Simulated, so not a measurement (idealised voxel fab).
process module | voxel ribs on slabs
cross-section cut | 175 nm wide | cells 5 nm
A cross-section is a grid of square cells, given in bands from the top down. A band is one or more rows of cells.
Each band's line starts with the height of the band's top and of its bottom, in nm. Then come its materials from left to right, each with its width in nm. One material with "throughout" fills the band from edge to edge. "air" is empty space.
Height 0 is the level under which the wafer as received is all one material. The lowest band goes on downwards, as in "0 down".
A width such as "30 to 40" changes by the same amount from each row of cells to the next, from the band's top row to its bottom row.
"no change" after a step means that no cell of the cross-section changed.
closed voids: empty space of 8 cells or more with no open way to the top, each as width x height at its distance from the left edge, in nm
after a step's settings: what the simulator itself notes on the step
overlay nm, on a step with a mask: how far to the right of its planned place the mask lay; to the left if negative
plan
1 op RECEIVE | material Si
2 op DIRECTIONAL_DEP | material SiO2 | thk nm 25
3 op DIRECTIONAL_DEP | material SiN | thk nm 15
4 op MASKED_ETCH | tone cover | mask id RIB | width nm 30 | etch materials SiN | depth nm 10 | overlay nm 0
5 op DIRECTIONAL_DEP | material aC | thk nm 10
6 op PATTERN | tone cover | mask id SLAB | material resist | width nm 60 | thk nm 30 | overlay nm 0
7 op DIRECTIONAL_ETCH | etch materials aC | depth nm 10
8 op STRIP | etch materials resist
9 op DIRECTIONAL_ETCH | etch materials SiN | depth nm 5
10 op STRIP | etch materials aC
11 op FILL_DEP | material SiO2 | thk nm 20
12 op CMP | height nm 55
13 op DIRECTIONAL_DEP | material TiN | thk nm 10
14 op MASKED_ETCH | tone cover | mask id HEATER | width nm 40 | etch materials TiN | depth nm 10 | overlay nm 0
15 op CONFORMAL_DEP | material SiN | thk nm 10
first wafer, as planned
as received, after step 1
  0 down: Si throughout
  closed voids: none
after step 2
  25 to 0: SiO2 throughout
  below 0: unchanged
after step 3
  40 to 25: SiN throughout
  below 25: unchanged
after step 4
  40 to 30: air 70 | SiN 30 | air 75
  below 30: unchanged
after step 5
  50 to 40: air 70 | aC 30 | air 75
  40 to 30: aC 70 | SiN 30 | aC 75
  below 30: unchanged
after step 6
  80 to 50: air 55 | resist 60 | air 60
  50 to 40: air 55 | resist 15 | aC 30 | resist 15 | air 60
  below 40: unchanged
after step 7
  70 to 50: air 55 | resist 60 | air 60
  50 to 40: air 55 | resist 15 | aC 30 | resist 15 | air 60
  40 to 30: air 55 | aC 15 | SiN 30 | aC 15 | air 60
  below 30: unchanged
after step 8
  50 to 40: air 70 | aC 30 | air 75
  below 40: unchanged
after step 9
  50 to 40: air 70 | aC 30 | air 75
  40 to 30: air 55 | aC 15 | SiN 30 | aC 15 | air 60
  30 to 25: air 55 | SiN 60 | air 60
  below 25: unchanged
after step 10
  40 to 30: air 70 | SiN 30 | air 75
  below 30: unchanged
after step 11
  60 to 40: SiO2 throughout
  40 to 30: SiO2 70 | SiN 30 | SiO2 75
  30 to 25: SiO2 55 | SiN 60 | SiO2 60
  below 25: unchanged
after step 12
  55 to 40: SiO2 throughout
  below 40: unchanged
after step 13
  65 to 55: TiN throughout
  below 55: unchanged
after step 14
  65 to 55: air 65 | TiN 40 | air 70
  below 55: unchanged
after step 15
  75 to 65: air 55 | SiN 60 | air 60
  65 to 55: SiN 65 | TiN 40 | SiN 70
  below 55: unchanged
second wafer: like start, like plan, one mistake. Through step 2 it matches the first wafer
when step 3 should have ended
  40 to 25: TiN throughout
  below 25: unchanged
when step 4 should have ended: no change
when step 5 should have ended
  50 to 40: aC throughout
  below 40: unchanged
when step 6 should have ended
  80 to 50: air 55 | resist 60 | air 60
  below 50: unchanged
when step 7 should have ended
  70 to 50: air 55 | resist 60 | air 60
  50 to 40: air 55 | aC 60 | air 60
  below 40: unchanged
when step 8 should have ended
  50 to 40: air 55 | aC 60 | air 60
  below 40: unchanged
when step 9 should have ended: no change
when step 10 should have ended
  40 to 25: TiN throughout
  below 25: unchanged
when step 11 should have ended
  60 to 40: SiO2 throughout
  below 40: unchanged
when step 12 should have ended
  55 to 40: SiO2 throughout
  below 40: unchanged
when step 13 should have ended
  65 to 55: TiN throughout
  below 55: unchanged
when step 14 should have ended
  65 to 55: air 65 | TiN 40 | air 70
  below 55: unchanged
when step 15 should have ended
  75 to 65: air 55 | SiN 60 | air 60
  65 to 55: SiN 65 | TiN 40 | SiN 70
  below 55: unchanged
what went wrong: step 3 ran as: op DIRECTIONAL_DEP | material TiN | thk nm 15
at the end the second wafer has, in cells: 24 fewer of SiN | 81 fewer of SiO2 | 105 more of TiN
